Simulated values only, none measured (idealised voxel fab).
Proc. module: voxel released beams
The figure presents cross-section cut, which has a width of 145 nm and is divided into square cells with an edge length of 5 nm.
A cross-section in this document is a grid of square cells, and it is written down as bands, the top band listed before the ones below it; a band is made up of one or more rows of cells.
A band entry consists of two parts. The first gives the height of the band's top and the height of its bottom, in nm. The rest lists the band's materials from left to right, each with its width in nm. A single material labelled with the word "all across" fills the band from edge to edge, and the word "air" marks empty space.
Counting heights begins at 0, where everything beneath is, in the wafer as received, one material. The lowest band has no bottom; it goes on downwards, as "0..down" shows.
A two-number width, for instance "30 to 40", indicates that the width is equal to the first number in the top row of the band and to the second number in the bottom row, and that it changes by a constant amount per row of cells.
Step marked "left unchanged"? Then no cell in the cross-section changed in it.
What "Sealed void listing" gives you is every empty space of 8 cells or more that is cut off from the top. Each appears as width x height at distance, with the distance taken from the left edge and width, height and distance all in nm.
That trailing text on a step's line, after the settings, is the simulator's own remark on the step.
The setting "overlay nm" may be written on the line of a step. When the step uses a mask, the value reports how far to the right of the planned place the mask lay, and a negative value reports that it lay to the left.
THE FOLLOWING LIST GIVES THE PLANNED PROCESS STEPS
1) op RECEIVE | material Si
2) op CONFORMAL_DEP | material SiN | thk nm 10
3) op DIRECTIONAL_DEP | material SiO2 | thk nm 10
4) op DIRECTIONAL_DEP | material aC | thk nm 10
5) op PATTERN | tone open | mask id ANCHOR | material resist | width nm 30 | thk nm 30 | overlay nm 0
6) op DIRECTIONAL_ETCH | etch materials aC | depth nm 10
7) op STRIP | etch materials resist
8) op DIRECTIONAL_ETCH | etch materials SiO2 | depth nm 10
9) op STRIP | etch materials aC
10) op CONFORMAL_DEP | material TiN | thk nm 10
11) op DIRECTIONAL_DEP | material aC | thk nm 15
12) op PATTERN | tone cover | mask id BEAM | material resist | width nm 90 | thk nm 35 | overlay nm -10
13) op DIRECTIONAL_ETCH | etch materials aC | depth nm 15
14) op STRIP | etch materials resist
15) op DIRECTIONAL_ETCH | etch materials TiN | depth nm 10
16) op STRIP | etch materials aC
17) op STRIP | etch materials SiO2
For this document, wafers share an identical start and vary in the step 12 overlay nm; the plan quotes the first wafer's value.
HERE'S THE FIRST OF THE WAFERS IN CROSS-SECTION, JUST AS WE GOT IT, I.E. AFTER STEP 1
> 0..down  Si all across
> Sealed void listing: none
FIRST WAFER OF SEVERAL, CROSS-SECTION, MODULE END, AFTER STEP 17 (LAST)
> 30..20  15 of air | 25 of TiN | 10 of air | 55 of TiN | 40 of air
> 20..10  30 of air | 30 of TiN | 85 of air
> 10..0  SiN all across
> 0..down  Si all across
> Sealed void listing: none
END OF MODULE: CROSS-SECTION, LAST OF SEVERAL WAFERS
> 30..20  50 of air | 80 of TiN | 15 of air
> 20..10  30 of air | 30 of TiN | 85 of air
> 10..0  SiN all across
> 0..down  Si all across
> Sealed void listing: none
SO IN THIS TABLE EVERY WAFER GETS ITS OWN ROW, AND WHAT YOU SEE IS WHERE IT STANDS AT THE END OF THE MODULE: FOR EACH MATERIAL, HOW MANY CELLS IT PICKED UP (+) OR GAVE UP (-) SINCE WE RECEIVED IT, AND AFTER THAT ITS CLOSED VOIDS
overlay nm -10; +58 SiN; +44 TiN; Sealed void listing: none
overlay nm -5; +58 SiN; +44 TiN; Sealed void listing: none
overlay nm 0; +58 SiN; +44 TiN; Sealed void listing: none
overlay nm 5; +58 SiN; +44 TiN; Sealed void listing: none
overlay nm 10; +58 SiN; +44 TiN; Sealed void listing: none
overlay nm 15; +58 SiN; +44 TiN; Sealed void listing: none
